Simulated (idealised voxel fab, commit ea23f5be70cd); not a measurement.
process module | voxel trench capacitor
cross-section cut | 225 nm wide | cells 5 nm
A cross-section is a grid of square cells, given in bands from the top down. A band is one or more rows of cells.
Each band's line starts with the height of the band's top and of its bottom, in nm. Then come its materials from left to right, each with its width in nm. One material with "throughout" fills the band from edge to edge. "air" is empty space.
Height 0 is the level under which the wafer as received is all one material. The lowest band goes on downwards, as in "0 down".
A width such as "30 to 40" changes by the same amount from each row of cells to the next, from the band's top row to its bottom row.
"no change" after a step means that no cell of the cross-section changed.
closed voids: empty space of 8 cells or more with no open way to the top, each as width x height at its distance from the left edge, in nm
after a step's settings: what the simulator itself notes on the step
overlay nm, on a step with a mask: how far to the right of its planned place the mask lay; to the left if negative
plan
1 op RECEIVE | material Si
2 op CONFORMAL_DEP | material SiN | thk nm 10
3 op PATTERN | tone open | mask id TRENCH | material resist | width nm 25 | pitch nm 50 | thk nm 20 | overlay nm 0
4 op DIRECTIONAL_ETCH | etch materials SiN | depth nm 10
5 op DIRECTIONAL_ETCH | etch materials Si | depth nm 30
6 op STRIP | etch materials resist
7 op CONFORMAL_DEP | material Al2O3 | thk nm 5
8 op FILL_DEP | material polySi | thk nm 10
9 op CMP | height nm 10
as received, after step 1
  0 down: Si throughout
  closed voids: none
first wafer at the end, as planned
  10 to 0: SiN 50 | Al2O3 5 | polySi 15 | Al2O3 5 | SiN 25 | Al2O3 5 | polySi 15 | Al2O3 5 | SiN 25 | Al2O3 5 | polySi 15 | Al2O3 5 | SiN 50
  0 to -25: Si 50 | Al2O3 5 | polySi 15 | Al2O3 5 | Si 25 | Al2O3 5 | polySi 15 | Al2O3 5 | Si 25 | Al2O3 5 | polySi 15 | Al2O3 5 | Si 50
  -25 to -30: Si 50 | Al2O3 25 | Si 25 | Al2O3 25 | Si 25 | Al2O3 25 | Si 50
  -30 down: Si throughout
  closed voids: none
second wafer at the end: like start, like plan, one mistake
  10 to 0: Al2O3 throughout
  0 down: Si throughout
  closed voids: none
what went wrong: step 2 ran as: op CONFORMAL_DEP | material Al2O3 | thk nm 10
at the end the second wafer has, in cells: 33 more of Al2O3 | 90 more of Si | 60 fewer of SiN | 63 fewer of polySi
